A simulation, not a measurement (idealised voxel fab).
The process module that follows is named voxel trench capacitor.
Displayed cross-section: cut, width of 250 nm, square cells sized 5 nm.
Cross-section spec: square-cell grid; bands listed top down; each band is one or more rows.
Heads up on the band format: heights come first, top then bottom, in nm. After that it's the materials left to right, each with its width in nm. A single material flagged "edge to edge" fills the whole band edge to edge, and "air" means there's empty space there.
Convention: height 0 is the level below which the wafer, as received, is all one material. The lowest band does not terminate at the bottom but continues downward, represented as "0 down".
Think of "30..40" as a width that walks from the first number to the second as you go down the band, top row to bottom row, taking equal-sized steps from row to row.
Step note "remained unchanged" = no cross-section cell changed.
"Closed void table": sealed empty spaces, 8 cells or more, no open way to top, listed width x height at distance, with distance from the left edge and width, height and distance in nm.
What comes after the settings on a step's line is commentary from the simulator itself on that step.
What "overlay nm" on a step's line means: if the step has a mask, that mask lay this far to the right of its planned place, or, when the value is negative, to the left.
The following list gives the planned process steps
- 1: RECEIVE | material Si
- 2: CONFORMAL_DEP | material SiN | thk nm 5
- 3: DIRECTIONAL_DEP | material aC | thk nm 10
- 4: PATTERN | tone open | mask id TRENCH | material resist | width nm 20 | pitch nm 40 | thk nm 25 | overlay nm 0
- 5: DIRECTIONAL_ETCH | etch materials aC | depth nm 10
- 6: STRIP | etch materials resist
- 7: DIRECTIONAL_ETCH | etch materials SiN | depth nm 5
- 8: DIRECTIONAL_ETCH | etch materials Si | depth nm 35
- 9: STRIP | etch materials aC
- 10: CONFORMAL_DEP | material SiO2 | thk nm 5
- 11: FILL_DEP | material polySi | thk nm 5
- 12: CMP | height nm 5
First of two wafers - as planned
Wafer as received: cross-section following step 1
0 down  Si edge to edge
Closed void table: none
State of the wafer after step 2, shown in cross-section
5 to 0  SiN edge to edge
Below a height of 0, the structure has not been altered.
State of the wafer after step 3, shown in cross-section
15 to 5  aC edge to edge
Below a height of 5, the structure has not been altered.
State of the wafer after step 4, shown in cross-section
40 to 15  resist 75 nm / air 20 nm / resist 20 nm / air 20 nm / resist 20 nm / air 20 nm / resist 75 nm
Below a height of 15, the structure has not been altered.
State of the wafer after step 5, shown in cross-section
30 to 15  resist 75 nm / air 20 nm / resist 20 nm / air 20 nm / resist 20 nm / air 20 nm / resist 75 nm
15 to 5  aC 75 nm / air 20 nm / aC 20 nm / air 20 nm / aC 20 nm / air 20 nm / aC 75 nm
Below a height of 5, the structure has not been altered.
State of the wafer after step 6, shown in cross-section
15 to 5  aC 75 nm / air 20 nm / aC 20 nm / air 20 nm / aC 20 nm / air 20 nm / aC 75 nm
Below a height of 5, the structure has not been altered.
State of the wafer after step 7, shown in cross-section
15 to 5  aC 75 nm / air 20 nm / aC 20 nm / air 20 nm / aC 20 nm / air 20 nm / aC 75 nm
5 to 0  SiN 75 nm / air 20 nm / SiN 20 nm / air 20 nm / SiN 20 nm / air 20 nm / SiN 75 nm
Below a height of 0, the structure has not been altered.
State of the wafer after step 8, shown in cross-section
15 to 5  aC 75 nm / air 20 nm / aC 20 nm / air 20 nm / aC 20 nm / air 20 nm / aC 75 nm
5 to 0  SiN 75 nm / air 20 nm / SiN 20 nm / air 20 nm / SiN 20 nm / air 20 nm / SiN 75 nm
0 to -35  Si 75 nm / air 20 nm / Si 20 nm / air 20 nm / Si 20 nm / air 20 nm / Si 75 nm
Below a height of -35, the structure has not been altered.
State of the wafer after step 9, shown in cross-section
5 to 0  SiN 75 nm / air 20 nm / SiN 20 nm / air 20 nm / SiN 20 nm / air 20 nm / SiN 75 nm
Below a height of 0, the structure has not been altered.
State of the wafer after step 10, shown in cross-section
10 to 5  SiO2 80 nm / air 10 nm / SiO2 30 nm / air 10 nm / SiO2 30 nm / air 10 nm / SiO2 80 nm
5 to 0  SiN 75 nm / SiO2 5 nm / air 10 nm / SiO2 5 nm / SiN 20 nm / SiO2 5 nm / air 10 nm / SiO2 5 nm / SiN 20 nm / SiO2 5 nm / air 10 nm / SiO2 5 nm / SiN 75 nm
0 to -30  Si 75 nm / SiO2 5 nm / air 10 nm / SiO2 5 nm / Si 20 nm / SiO2 5 nm / air 10 nm / SiO2 5 nm / Si 20 nm / SiO2 5 nm / air 10 nm / SiO2 5 nm / Si 75 nm
-30 to -35  Si 75 nm / SiO2 20 nm / Si 20 nm / SiO2 20 nm / Si 20 nm / SiO2 20 nm / Si 75 nm
Below a height of -35, the structure has not been altered.
State of the wafer after step 11, shown in cross-section
15 to 10  polySi edge to edge
10 to 5  SiO2 80 nm / polySi 10 nm / SiO2 30 nm / polySi 10 nm / SiO2 30 nm / polySi 10 nm / SiO2 80 nm
5 to 0  SiN 75 nm / SiO2 5 nm / polySi 10 nm / SiO2 5 nm / SiN 20 nm / SiO2 5 nm / polySi 10 nm / SiO2 5 nm / SiN 20 nm / SiO2 5 nm / polySi 10 nm / SiO2 5 nm / SiN 75 nm
0 to -30  Si 75 nm / SiO2 5 nm / polySi 10 nm / SiO2 5 nm / Si 20 nm / SiO2 5 nm / polySi 10 nm / SiO2 5 nm / Si 20 nm / SiO2 5 nm / polySi 10 nm / SiO2 5 nm / Si 75 nm
Below a height of -30, the structure has not been altered.
State of the wafer after step 12, shown in cross-section
5 to 0  SiN 75 nm / SiO2 5 nm / polySi 10 nm / SiO2 5 nm / SiN 20 nm / SiO2 5 nm / polySi 10 nm / SiO2 5 nm / SiN 20 nm / SiO2 5 nm / polySi 10 nm / SiO2 5 nm / SiN 75 nm
Below a height of 0, the structure has not been altered.
Companion wafer, the second of two: same beginning, same intended sequence, one mistake in carrying it out; through step 8 inclusive it tracks the first exactly
Cross-section of the second wafer at the time step 9 of the plan should have ended: remained unchanged
Cross-section of the second wafer at the time step 10 of the plan should have ended
20 to 15  SiO2 80 nm / air 10 nm / SiO2 30 nm / air 10 nm / SiO2 30 nm / air 10 nm / SiO2 80 nm
15 to 5  aC 75 nm / SiO2 5 nm / air 10 nm / SiO2 5 nm / aC 20 nm / SiO2 5 nm / air 10 nm / SiO2 5 nm / aC 20 nm / SiO2 5 nm / air 10 nm / SiO2 5 nm / aC 75 nm
5 to 0  SiN 75 nm / SiO2 5 nm / air 10 nm / SiO2 5 nm / SiN 20 nm / SiO2 5 nm / air 10 nm / SiO2 5 nm / SiN 20 nm / SiO2 5 nm / air 10 nm / SiO2 5 nm / SiN 75 nm
0 to -30  Si 75 nm / SiO2 5 nm / air 10 nm / SiO2 5 nm / Si 20 nm / SiO2 5 nm / air 10 nm / SiO2 5 nm / Si 20 nm / SiO2 5 nm / air 10 nm / SiO2 5 nm / Si 75 nm
-30 to -35  Si 75 nm / SiO2 20 nm / Si 20 nm / SiO2 20 nm / Si 20 nm / SiO2 20 nm / Si 75 nm
Below a height of -35, the structure has not been altered.
Cross-section of the second wafer at the time step 11 of the plan should have ended
25 to 20  polySi edge to edge
20 to 15  SiO2 80 nm / polySi 10 nm / SiO2 30 nm / polySi 10 nm / SiO2 30 nm / polySi 10 nm / SiO2 80 nm
15 to 5  aC 75 nm / SiO2 5 nm / polySi 10 nm / SiO2 5 nm / aC 20 nm / SiO2 5 nm / polySi 10 nm / SiO2 5 nm / aC 20 nm / SiO2 5 nm / polySi 10 nm / SiO2 5 nm / aC 75 nm
5 to 0  SiN 75 nm / SiO2 5 nm / polySi 10 nm / SiO2 5 nm / SiN 20 nm / SiO2 5 nm / polySi 10 nm / SiO2 5 nm / SiN 20 nm / SiO2 5 nm / polySi 10 nm / SiO2 5 nm / SiN 75 nm
0 to -30  Si 75 nm / SiO2 5 nm / polySi 10 nm / SiO2 5 nm / Si 20 nm / SiO2 5 nm / polySi 10 nm / SiO2 5 nm / Si 20 nm / SiO2 5 nm / polySi 10 nm / SiO2 5 nm / Si 75 nm
Below a height of -30, the structure has not been altered.
Cross-section of the second wafer at the time step 12 of the plan should have ended
5 to 0  SiN 75 nm / SiO2 5 nm / polySi 10 nm / SiO2 5 nm / SiN 20 nm / SiO2 5 nm / polySi 10 nm / SiO2 5 nm / SiN 20 nm / SiO2 5 nm / polySi 10 nm / SiO2 5 nm / SiN 75 nm
Below a height of 0, the structure has not been altered.
Where did the run depart from the plan? the run left out plan step 9 entirely, so it was never executed
Final cross-sections of the two wafers are identical, so the mistake has no effect on what this model computes.
